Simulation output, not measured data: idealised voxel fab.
process module | voxel wiring stack
cross-section cut | 170 nm wide | cells 5 nm
A cross-section is a grid of square cells, given in bands from the top down. A band is one or more rows of cells.
Each band's line starts with the height of the band's top and of its bottom, in nm. Then come its materials from left to right, each with its width in nm. One material with "throughout" fills the band from edge to edge. "air" is empty space.
Height 0 is the level under which the wafer as received is all one material. The lowest band goes on downwards, as in "0 down".
A width such as "30 to 40" changes by the same amount from each row of cells to the next, from the band's top row to its bottom row.
"no change" after a step means that no cell of the cross-section changed.
closed voids: empty space of 8 cells or more with no open way to the top, each as width x height at its distance from the left edge, in nm
after a step's settings: what the simulator itself notes on the step
overlay nm, on a step with a mask: how far to the right of its planned place the mask lay; to the left if negative
plan
1 op RECEIVE | material Si
2 op CONFORMAL_DEP | material SiO2 | thk nm 10
3 op DIRECTIONAL_DEP | material TiN | thk nm 5
4 op DIRECTIONAL_DEP | material W | thk nm 25
5 op PATTERN | tone cover | mask id METAL_1 | material resist | width nm 30 | pitch nm 55 | thk nm 20 | overlay nm 0
6 op DIRECTIONAL_ETCH | etch materials W | depth nm 25
7 op DIRECTIONAL_ETCH | etch materials TiN | depth nm 5
8 op STRIP | etch materials resist
9 op FILL_DEP | material lowk | thk nm 5
10 op CMP | height nm 40
11 op CONFORMAL_DEP | material SiCN | thk nm 5
12 op DIRECTIONAL_DEP | material lowk | thk nm 20
13 op DIRECTIONAL_DEP | material aC | thk nm 10
14 op PATTERN | tone open | mask id PLUG_1 | material resist | width nm 15 | pitch nm 55 | thk nm 25 | overlay nm 0
15 op DIRECTIONAL_ETCH | etch materials aC | depth nm 10
16 op STRIP | etch materials resist
17 op DIRECTIONAL_ETCH | etch materials lowk | depth nm 20
18 op DIRECTIONAL_ETCH | etch materials SiCN | depth nm 5
19 op STRIP | etch materials aC
20 op CONFORMAL_DEP | material TiN | thk nm 5
21 op FILL_DEP | material Cu | thk nm 10
22 op CMP | height nm 65
23 op CONFORMAL_DEP | material SiN | thk nm 5
24 op DIRECTIONAL_DEP | material SiO2 | thk nm 15
25 op MASKED_ETCH | tone open | mask id METAL_2 | width nm 30 | pitch nm 55 | etch materials SiO2 | depth nm 15 | overlay nm 0
26 op MASKED_ETCH | tone open | mask id METAL_2 | width nm 30 | pitch nm 55 | etch materials SiN | depth nm 5 | overlay nm 0
27 op CONFORMAL_DEP | material TiN | thk nm 5
28 op FILL_DEP | material Cu | thk nm 10
29 op CMP | height nm 85
30 op CONFORMAL_DEP | material SiCN | thk nm 5
as received, after step 1
  0 down: Si throughout
  closed voids: none
first wafer at the end, as planned
  90 to 85: SiCN throughout
  85 to 70: SiO2 15 | TiN 5 | Cu 20 | TiN 5 | SiO2 25 | TiN 5 | Cu 20 | TiN 5 | SiO2 25 | TiN 5 | Cu 20 | TiN 5 | SiO2 15
  70 to 65: SiN 15 | TiN 30 | SiN 25 | TiN 30 | SiN 25 | TiN 30 | SiN 15
  65 to 45: lowk 15 | TiN 5 | Cu 5 | TiN 5 | lowk 40 | TiN 5 | Cu 5 | TiN 5 | lowk 40 | TiN 5 | Cu 5 | TiN 5 | lowk 30
  45 to 40: SiCN 15 | TiN 15 | SiCN 40 | TiN 15 | SiCN 40 | TiN 15 | SiCN 30
  40 to 15: lowk 15 | W 30 | lowk 25 | W 30 | lowk 25 | W 30 | lowk 15
  15 to 10: lowk 15 | TiN 30 | lowk 25 | TiN 30 | lowk 25 | TiN 30 | lowk 15
  10 to 0: SiO2 throughout
  0 down: Si throughout
  closed voids: none
second wafer at the end: like start, like plan, one mistake
  90 to 85: SiCN throughout
  85 to 75: Cu throughout
  75 to 70: TiN 20 | Cu 20 | TiN 35 | Cu 20 | TiN 35 | Cu 20 | TiN 20
  70 to 65: SiN 15 | TiN 30 | SiN 25 | TiN 30 | SiN 25 | TiN 30 | SiN 15
  65 to 45: lowk 15 | TiN 5 | Cu 5 | TiN 5 | lowk 40 | TiN 5 | Cu 5 | TiN 5 | lowk 40 | TiN 5 | Cu 5 | TiN 5 | lowk 30
  45 to 40: SiCN 15 | TiN 15 | SiCN 40 | TiN 15 | SiCN 40 | TiN 15 | SiCN 30
  40 to 15: lowk 15 | W 30 | lowk 25 | W 30 | lowk 25 | W 30 | lowk 15
  15 to 10: lowk 15 | TiN 30 | lowk 25 | TiN 30 | lowk 25 | TiN 30 | lowk 15
  10 to 0: SiO2 throughout
  0 down: Si throughout
  closed voids: none
what went wrong: step 24 was left out
at the end the second wafer has, in cells: 44 more of Cu | 48 fewer of SiO2 | 4 more of TiN
